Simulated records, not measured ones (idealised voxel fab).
Name of the process module below: voxel self aligned contacts
Shown is cross-section cut, with a width of 150 nm and square cells of size 5 nm.
A cross-section is a grid of square cells, given in bands from the top down. A band is one or more rows of cells. Top, bottom (nm), then materials left to right with widths (nm); lone material tagged "full width" fills the whole band edge to edge; "air" = empty space. We count height from 0. Below that, the starting wafer is all one material. The lowest band never ends at the bottom but goes on down; see "0 -> down" for how that is written. A two-number width, for instance "30->40", indicates that the width is equal to the first number in the top row of the band and to the second number in the bottom row, and that it changes by a constant amount per row of cells. "identical to before" after a step means that no cell of the cross-section changed. Listed in "Closed void entries": every empty space of 8 or more cells without an open way to the top. Form: width x height at distance, the distance being from the left edge, all in nm. That trailing text on a step's line, after the settings, is the simulator's own remark on the step. You can add "overlay nm" to a step's line. For a step with a mask, it describes how far the mask lay to the right of its planned position, and a negative number describes a lay to the left.

-- Process steps foreseen in the plan
| 1 | RECEIVE [material Si] |
| 2 | OXIDIZE [depth nm 5] |
| 3 | DIRECTIONAL_DEP [material polySi] [thk nm 20] |
| 4 | DIRECTIONAL_DEP [material SiN] [thk nm 20] |
| 5 | MASKED_ETCH [tone cover] [mask id GATE] [width nm 25] [pitch nm 65] [etch materials SiN] [depth nm 20] [overlay nm 0] |
| 6 | MASKED_ETCH [tone cover] [mask id GATE] [width nm 35] [pitch nm 65] [etch materials polySi] [depth nm 20] [overlay nm 0] |
| 7 | CONFORMAL_DEP [material SiN] [thk nm 5] |
| 8 | DIRECTIONAL_ETCH [etch materials SiN] [depth nm 5] |
| 9 | FILL_DEP [material SiO2] [thk nm 20] |
| 10 | CMP [height nm 50] |
| 11 | MASKED_ETCH [tone open] [mask id CONTACT] [width nm 40] [etch materials SiO2] [depth nm 55] [overlay nm 0] |
| 12 | CONFORMAL_DEP [material TiN] [thk nm 5] |
| 13 | FILL_DEP [material Ru] [thk nm 5] |
| 14 | CMP [height nm 50] |
| 15 | CONFORMAL_DEP [material SiN] [thk nm 5] |
Don't read the plan's width nm for step 5 as applying to every wafer: that's the first wafer's value, and the wafers differ in it, though they all start identical.

-- Sectional view: first of several wafers, as received, after step 1
    0 -> down: Si full width
    Closed void entries: none

-- Here's the first of several wafers in cross-section, end of the module, after the last step, step 15
    55 -> 50: SiN full width
    50 -> 40: 55 SiO2, then 5->10 TiN, then 30->20 Ru, then 5->10 TiN, then 55 SiO2
    40 -> 25: 25 SiO2, then 35 SiN, then 5 TiN, then 20 Ru, then 5 TiN, then 35 SiN, then 25 SiO2
    25 -> 20: 25 SiO2, then 35 SiN, then 10 TiN, then 10 Ru, then 10 TiN, then 35 SiN, then 25 SiO2
    20 -> 0: 20 SiO2, then 5 SiN, then 35 polySi, then 5 SiN, then 5 TiN, then 10 Ru, then 5 TiN, then 5 SiN, then 35 polySi, then 5 SiN, then 20 SiO2
    0 -> -5: 65 SiO2, then 20 TiN, then 65 SiO2
    -5 -> down: Si full width
    Closed void entries: none

-- Last-wafer cross-section at the end of the module
    55 -> 50: SiN full width
    50 -> 45: 55 SiO2, then 5 TiN, then 30 Ru, then 5 TiN, then 55 SiO2
    45 -> 40: 55 SiO2, then 40 TiN, then 55 SiO2
    40 -> 20: 15 SiO2, then 60 SiN, then 5 TiN, then 60 SiN, then 10 SiO2
    20 -> 0: 15 SiO2, then 5 SiN, then 50 polySi, then 5 SiN, then 5 TiN, then 5 SiN, then 50 polySi, then 5 SiN, then 10 SiO2
    0 -> -5: 75 SiO2, then 5 TiN, then 70 SiO2
    -5 -> down: Si full width
    Closed void entries: none

-- End of module, by wafer: material-by-material cell gain (+) or loss (-) since receipt, then closed voids
width nm 25 | +32 Ru | -30 Si | +102 SiN | +142 SiO2 | +28 TiN | +56 polySi | Closed void entries: none
width nm 30 | +28 Ru | -30 Si | +110 SiN | +138 SiO2 | +28 TiN | +56 polySi | Closed void entries: none
width nm 35 | +24 Ru | -30 Si | +118 SiN | +134 SiO2 | +28 TiN | +56 polySi | Closed void entries: none
width nm 40 | +15 Ru | -30 Si | +126 SiN | +127 SiO2 | +28 TiN | +64 polySi | Closed void entries: none
width nm 45 | +6 Ru | -30 Si | +134 SiN | +120 SiO2 | +28 TiN | +72 polySi | Closed void entries: none
width nm 50 | +6 Ru | -30 Si | +142 SiN | +113 SiO2 | +19 TiN | +80 polySi | Closed void entries: none
